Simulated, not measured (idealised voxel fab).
The name of this process module is voxel self aligned vias.
We display cut, a cross-section 230 nm in width whose square cells are each 5 nm.
Reading order for cross-sections: top band down to bottom band. Underlying form: a grid of square cells. Band size: one or more rows of cells.
Heads up on the band format: heights come first, top then bottom, in nm. After that it's the materials left to right, each with its width in nm. A single material flagged "everywhere" fills the whole band edge to edge, and "air" means there's empty space there.
Heads up on the height convention: 0 is the point under which the incoming wafer is all one material, and the lowest band has no bottom, it just keeps going down, like "0 nm and below".
Read "30..40" as a graded width: first number on top, second number at the bottom, same change between each pair of neighbouring rows.
The cross-section has no changed cell in any step marked "left unchanged".
In "Sealed voids" the enclosed voids are listed, meaning empty spaces of 8 cells or larger without any opening to the top. The form is width x height at distance, distance from the left edge, units nm.
The remark found on a step's line after its settings is issued by the simulator itself and pertains to that step.
Regarding "overlay nm": on a step with a mask, it is the distance the mask lay to the right of its planned place; a negative value places it to the left.
# The process steps that were planned are listed below
| 1 | RECEIVE [material Si] |
| 2 | CONFORMAL_DEP [material SiO2] [thk nm 10] |
| 3 | CONFORMAL_DEP [material SiCN] [thk nm 5] |
| 4 | DIRECTIONAL_DEP [material SiO2] [thk nm 30] |
| 5 | MASKED_ETCH [tone open] [mask id LINES] [width nm 20] [pitch nm 50] [etch materials SiO2] [depth nm 30] [overlay nm 0] |
| 6 | CONFORMAL_DEP [material TiN] [thk nm 5] |
| 7 | FILL_DEP [material Ru] [thk nm 10] |
| 8 | CMP [height nm 45] |
| 9 | SELECTIVE_ETCH [etch materials W Ru TiN] [depth nm 10] |
| 10 | FILL_DEP [material SiN] [thk nm 10] |
| 11 | CMP [height nm 45] |
| 12 | DIRECTIONAL_DEP [material SiO2] [thk nm 15] |
| 13 | PATTERN [tone open] [mask id VIAS] [material resist] [width nm 30] [thk nm 20] [overlay nm 0] |
| 14 | DIRECTIONAL_ETCH [etch materials SiO2] [depth nm 15] |
| 15 | DIRECTIONAL_ETCH [etch materials SiN] [depth nm 10] |
| 16 | STRIP [etch materials resist] |
| 17 | CONFORMAL_DEP [material TiN] [thk nm 5] |
| 18 | FILL_DEP [material W] [thk nm 5] |
| 19 | CMP [height nm 60] |
| 20 | CONFORMAL_DEP [material SiCN] [thk nm 5] |
# The cross-section here shows the wafer as received, i.e. in its state after step 1
- 0 nm and below = Si everywhere
- Sealed voids: none
# This is how the wafer looks in cross-section once the module is done, given the starting state and plan above and one mistake in carrying the plan out
- 65 nm to 60 nm = SiCN everywhere
- 60 nm to 45 nm = 75 nm SiO2; 5 nm TiN; 20 nm W; 5 nm TiN; 125 nm SiO2
- 45 nm to 40 nm = 75 nm SiN; 10 nm TiN; 10 nm W; 10 nm TiN; 125 nm SiN
- 40 nm to 35 nm = 80 nm SiO2; 20 nm TiN; 30 nm SiO2; 20 nm SiN; 80 nm SiO2
- 35 nm to 15 nm = 80 nm SiO2; 5 nm TiN; 10 nm Ru; 5 nm TiN; 30 nm SiO2; 5 nm TiN; 10 nm Ru; 5 nm TiN; 80 nm SiO2
- 15 nm to 10 nm = 80 nm SiO2; 20 nm TiN; 30 nm SiO2; 20 nm TiN; 80 nm SiO2
- 10 nm to 0 nm = SiO2 everywhere
- 0 nm and below = Si everywhere
- Sealed voids: none
Want to know what went wrong? step 3 of the plan was omitted and not executed
